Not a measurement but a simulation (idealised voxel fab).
The process module presented herein is designated voxel air gaps.
Section shown: cut. Width: 165 nm. Cell size: 5 nm, square.
When this document writes out a cross-section, it uses a grid of square cells and lists it as bands, beginning at the top and moving down, with a band standing for one or more rows of cells.
The band entry comprises the height of the band's top followed by the height of its bottom, expressed in nm, and subsequently the band's materials from left to right, each stated together with its width in nm. Where a single material is marked with the word "all across", that material fills the band from edge to edge. The word "blank" represents empty space.
Heads up on the height convention: 0 is the point under which the incoming wafer is all one material, and the lowest band has no bottom, it just keeps going down, like "0 -> down".
The width entry "30 to 40" should be interpreted row by row: the top row of cells in the band takes the first number, the bottom row takes the second number, and the change between adjacent rows is uniform throughout.
No cell of the cross-section changed in a step that is given as "changes: none".
"Closed internal cavities" lists enclosed empty spaces (at least 8 cells, no open path upward to the top), each as width x height at distance from the left edge, in nm.
Note: text after step settings on the step line = simulator remark on that step.
"overlay nm" on a masked step: distance the mask lay right of its planned place, negative for left.
THESE ARE THE STEPS WE PLANNED FOR THE PROCESS
1,RECEIVE,material Si
2,CONFORMAL_DEP,material SiO2,thk nm 15
3,CONFORMAL_DEP,material SiN,thk nm 5
4,DIRECTIONAL_DEP,material SiO2,thk nm 40
5,PATTERN,tone open,mask id LINES,material resist,width nm 15,pitch nm 40,thk nm 15,overlay nm 0
6,DIRECTIONAL_ETCH,etch materials SiO2,depth nm 40
7,STRIP,etch materials resist
8,CONFORMAL_DEP,material TiN,thk nm 5
9,FILL_DEP,material W,thk nm 10
10,CMP,height nm 60
11,EPI,material Ru,thk nm 10
12,SELECTIVE_ETCH,etch materials SiO2,depth nm 50
13,CONFORMAL_DEP,material SiCN,thk nm 5
FIRST WAFER OUT OF TWO, PROCESSED AS PLANNED
INCOMING WAFER IN CROSS-SECTION (STATE: AFTER STEP 1)
  0 -> down  Si all across
  Closed internal cavities: none
UPON COMPLETION OF STEP 2, THE WAFER APPEARS IN CROSS-SECTION AS SHOWN
  15 -> 0  SiO2 all across
  Unchanged below 0.
UPON COMPLETION OF STEP 3, THE WAFER APPEARS IN CROSS-SECTION AS SHOWN
  20 -> 15  SiN all across
  Unchanged below 15.
UPON COMPLETION OF STEP 4, THE WAFER APPEARS IN CROSS-SECTION AS SHOWN
  60 -> 20  SiO2 all across
  Unchanged below 20.
UPON COMPLETION OF STEP 5, THE WAFER APPEARS IN CROSS-SECTION AS SHOWN
  75 -> 60  35 nm resist, 15 nm blank, 25 nm resist, 15 nm blank, 25 nm resist, 15 nm blank, 35 nm resist
  Unchanged below 60.
UPON COMPLETION OF STEP 6, THE WAFER APPEARS IN CROSS-SECTION AS SHOWN
  75 -> 60  35 nm resist, 15 nm blank, 25 nm resist, 15 nm blank, 25 nm resist, 15 nm blank, 35 nm resist
  60 -> 20  35 nm SiO2, 15 nm blank, 25 nm SiO2, 15 nm blank, 25 nm SiO2, 15 nm blank, 35 nm SiO2
  Unchanged below 20.
UPON COMPLETION OF STEP 7, THE WAFER APPEARS IN CROSS-SECTION AS SHOWN
  60 -> 20  35 nm SiO2, 15 nm blank, 25 nm SiO2, 15 nm blank, 25 nm SiO2, 15 nm blank, 35 nm SiO2
  Unchanged below 20.
UPON COMPLETION OF STEP 8, THE WAFER APPEARS IN CROSS-SECTION AS SHOWN
  65 -> 60  40 nm TiN, 5 nm blank, 35 nm TiN, 5 nm blank, 35 nm TiN, 5 nm blank, 40 nm TiN
  60 -> 25  35 nm SiO2, 5 nm TiN, 5 nm blank, 5 nm TiN, 25 nm SiO2, 5 nm TiN, 5 nm blank, 5 nm TiN, 25 nm SiO2, 5 nm TiN, 5 nm blank, 5 nm TiN, 35 nm SiO2
  25 -> 20  35 nm SiO2, 15 nm TiN, 25 nm SiO2, 15 nm TiN, 25 nm SiO2, 15 nm TiN, 35 nm SiO2
  Unchanged below 20.
UPON COMPLETION OF STEP 9, THE WAFER APPEARS IN CROSS-SECTION AS SHOWN
  75 -> 65  W all across
  65 -> 60  40 nm TiN, 5 nm W, 35 nm TiN, 5 nm W, 35 nm TiN, 5 nm W, 40 nm TiN
  60 -> 25  35 nm SiO2, 5 nm TiN, 5 nm W, 5 nm TiN, 25 nm SiO2, 5 nm TiN, 5 nm W, 5 nm TiN, 25 nm SiO2, 5 nm TiN, 5 nm W, 5 nm TiN, 35 nm SiO2
  Unchanged below 25.
UPON COMPLETION OF STEP 10, THE WAFER APPEARS IN CROSS-SECTION AS SHOWN
  60 -> 25  35 nm SiO2, 5 nm TiN, 5 nm W, 5 nm TiN, 25 nm SiO2, 5 nm TiN, 5 nm W, 5 nm TiN, 25 nm SiO2, 5 nm TiN, 5 nm W, 5 nm TiN, 35 nm SiO2
  Unchanged below 25.
UPON COMPLETION OF STEP 11, THE WAFER APPEARS IN CROSS-SECTION AS SHOWN
  70 -> 60  25 nm blank, 35 nm Ru, 5 nm blank, 35 nm Ru, 5 nm blank, 35 nm Ru, 25 nm blank
  Unchanged below 60.
UPON COMPLETION OF STEP 12, THE WAFER APPEARS IN CROSS-SECTION AS SHOWN
  70 -> 60  25 nm blank, 35 nm Ru, 5 nm blank, 35 nm Ru, 5 nm blank, 35 nm Ru, 25 nm blank
  60 -> 25  35 nm blank, 5 nm TiN, 5 nm W, 5 nm TiN, 25 nm blank, 5 nm TiN, 5 nm W, 5 nm TiN, 25 nm blank, 5 nm TiN, 5 nm W, 5 nm TiN, 35 nm blank
  25 -> 20  35 nm blank, 15 nm TiN, 25 nm blank, 15 nm TiN, 25 nm blank, 15 nm TiN, 35 nm blank
  Unchanged below 20.
UPON COMPLETION OF STEP 13, THE WAFER APPEARS IN CROSS-SECTION AS SHOWN
  75 -> 70  20 nm blank, 125 nm SiCN, 20 nm blank
  70 -> 60  20 nm blank, 5 nm SiCN, 35 nm Ru, 5 nm SiCN, 35 nm Ru, 5 nm SiCN, 35 nm Ru, 5 nm SiCN, 20 nm blank
  60 -> 55  20 nm blank, 15 nm SiCN, 5 nm TiN, 5 nm W, 5 nm TiN, 25 nm SiCN, 5 nm TiN, 5 nm W, 5 nm TiN, 25 nm SiCN, 5 nm TiN, 5 nm W, 5 nm TiN, 15 nm SiCN, 20 nm blank
  55 -> 25  30 nm blank, 5 nm SiCN, 5 nm TiN, 5 nm W, 5 nm TiN, 5 nm SiCN, 15 nm blank, 5 nm SiCN, 5 nm TiN, 5 nm W, 5 nm TiN, 5 nm SiCN, 15 nm blank, 5 nm SiCN, 5 nm TiN, 5 nm W, 5 nm TiN, 5 nm SiCN, 30 nm blank
  25 -> 20  35 nm SiCN, 15 nm TiN, 25 nm SiCN, 15 nm TiN, 25 nm SiCN, 15 nm TiN, 35 nm SiCN
  Unchanged below 20.
  Closed internal cavities: 15 x 30 at 55; 15 x 30 at 95
THE SECOND WAFER BEGAN EXACTLY AS THE FIRST DID AND FOLLOWED THE SAME PLAN, BUT ONE MISTAKE WAS MADE WHILE RUNNING IT; THROUGH STEP 2 INCLUSIVE, THE TWO WAFERS ARE IDENTICAL
CROSS-SECTIONAL REPRESENTATION OF THE SECOND WAFER AT THE TIME DESIGNATED IN THE PLAN FOR THE COMPLETION OF STEP 3
  55 -> 0  SiO2 all across
  Unchanged below 0.
CROSS-SECTIONAL REPRESENTATION OF THE SECOND WAFER AT THE TIME DESIGNATED IN THE PLAN FOR THE COMPLETION OF STEP 4
  60 -> 55  SiN all across
  Unchanged below 55.
CROSS-SECTIONAL REPRESENTATION OF THE SECOND WAFER AT THE TIME DESIGNATED IN THE PLAN FOR THE COMPLETION OF STEP 5
  75 -> 60  35 nm resist, 15 nm blank, 25 nm resist, 15 nm blank, 25 nm resist, 15 nm blank, 35 nm resist
  Unchanged below 60.
Cross-sectional representation of the second wafer at the time designated in the plan for the completion of step 6: changes: none
CROSS-SECTIONAL REPRESENTATION OF THE SECOND WAFER AT THE TIME DESIGNATED IN THE PLAN FOR THE COMPLETION OF STEP 7
  60 -> 55  SiN all across
  Unchanged below 55.
CROSS-SECTIONAL REPRESENTATION OF THE SECOND WAFER AT THE TIME DESIGNATED IN THE PLAN FOR THE COMPLETION OF STEP 8
  65 -> 60  TiN all across
  Unchanged below 60.
CROSS-SECTIONAL REPRESENTATION OF THE SECOND WAFER AT THE TIME DESIGNATED IN THE PLAN FOR THE COMPLETION OF STEP 9
  75 -> 65  W all across
  Unchanged below 65.
CROSS-SECTIONAL REPRESENTATION OF THE SECOND WAFER AT THE TIME DESIGNATED IN THE PLAN FOR THE COMPLETION OF STEP 10
  60 -> 55  SiN all across
  Unchanged below 55.
Cross-sectional representation of the second wafer at the time designated in the plan for the completion of step 11: changes: none
Cross-sectional representation of the second wafer at the time designated in the plan for the completion of step 12: changes: none
CROSS-SECTIONAL REPRESENTATION OF THE SECOND WAFER AT THE TIME DESIGNATED IN THE PLAN FOR THE COMPLETION OF STEP 13
  65 -> 60  SiCN all across
  Unchanged below 60.
Against the plan, the run slipped here: steps 3 and 4 traded places in the executed sequence
Final tally in cells, some materials are higher or lower on the second wafer than on the first: Ru -42 | SiCN -76 | SiO2 +264 | TiN -51 | W -21
By the end, 2 closed voids are present in the first wafer and 0 in the second.
